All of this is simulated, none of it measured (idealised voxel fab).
The document below concerns the process module designated voxel gate over fins.
The width of the displayed cross-section, cut, is 165 nm; its cells are square, with a size of 5 nm.
Heads up, the way a cross-section reads in here is a grid of square cells, handed over as bands from the top down, with every band being one or more rows of cells.
Heights first: top, then bottom, in nm. Then materials, left to right, each with a width in nm. "full width" on a single material: fills the band edge to edge. "empty": empty space.
The reference from which all heights are counted is 0, the level beneath which the as-received wafer is entirely one material; the lowest band, having no lower bound, proceeds downward and is written after the example "top 0, no bottom".
Note: "30..40" means the width goes from the first number (top row of the band) to the second number (bottom row) in equal steps per row of cells.
It should be understood that the words "nothing different", when stated for a given step, signify that the cross-section underwent no change in any of its cells during that step.
Enclosed voids (no open way to top), threshold 8 cells or more, entry "Closed internal voids", notation width x height at distance, distance from left edge, nm.
Whatever follows a step's settings on its line is a remark the simulator itself makes about that step.
If you see "overlay nm" on a step's line and that step has a mask, it's telling you how far right of where it was planned the mask ended up; a negative number means it went left instead.
Intended process steps:
1: RECEIVE | material Si
2: CONFORMAL_DEP | material SiN | thk nm 5
3: PATTERN | tone cover | mask id FINS | material resist | width nm 15 | pitch nm 60 | thk nm 20 | overlay nm 0
4: DIRECTIONAL_ETCH | etch materials SiN | depth nm 5
5: DIRECTIONAL_ETCH | etch materials Si | depth nm 30
6: STRIP | etch materials resist
7: OXIDIZE | depth nm 5
8: FILL_DEP | material SiO2 | thk nm 5
9: CMP | height nm 5
10: MASKED_ETCH | tone open | mask id RAIL | width nm 15 | etch materials SiO2 | depth nm 30 | overlay nm 0
11: CONFORMAL_DEP | material TiN | thk nm 5
12: FILL_DEP | material W | thk nm 10
13: CMP | height nm 5
14: SELECTIVE_ETCH | etch materials W Ru TiN | depth nm 25
15: FILL_DEP | material SiO2 | thk nm 5
16: CMP | height nm 5
17: SELECTIVE_ETCH | etch materials SiO2 | depth nm 20
18: STRIP | etch materials SiN
19: CONFORMAL_DEP | material HfO2 | thk nm 5
20: CONFORMAL_DEP | material TiN | thk nm 5
21: FILL_DEP | material W | thk nm 15
22: CMP | height nm 20
23: CONFORMAL_DEP | material SiN | thk nm 10
Wafer at receipt (post step 1), cross-section:
* top 0, no bottom = Si full width
* Closed internal voids: none
a wafer at the end: this start, this plan, one mistake:
* top 30, bottom 20 = SiN full width
* top 20, bottom 5 = W full width
* top 5, bottom 0 = 15 W, 15 TiN, 45 W, 15 TiN, 45 W, 15 TiN, 15 W
* top 0, bottom -10 = 15 W, 5 TiN, 5 Si, 5 TiN, 45 W, 5 TiN, 5 Si, 5 TiN, 45 W, 5 TiN, 5 Si, 5 TiN, 15 W
* top -10, bottom -15 = 20 TiN, 5 Si, 55 TiN, 5 Si, 55 TiN, 5 Si, 20 TiN
* top -15, bottom -20 = 20 SiO2, 5 Si, 55 SiO2, 5 Si, 55 SiO2, 5 Si, 20 SiO2
* top -20, bottom -25 = 20 SiO2, 5 Si, 20 SiO2, 15 TiN, 20 SiO2, 5 Si, 55 SiO2, 5 Si, 20 SiO2
* top -25, bottom -35 = 20 SiO2, 5 Si, 55 SiO2, 5 Si, 55 SiO2, 5 Si, 20 SiO2
* top -35, no bottom = Si full width
* Closed internal voids: none
Diagnosis: the plan's step 19 went unexecuted, having been skipped
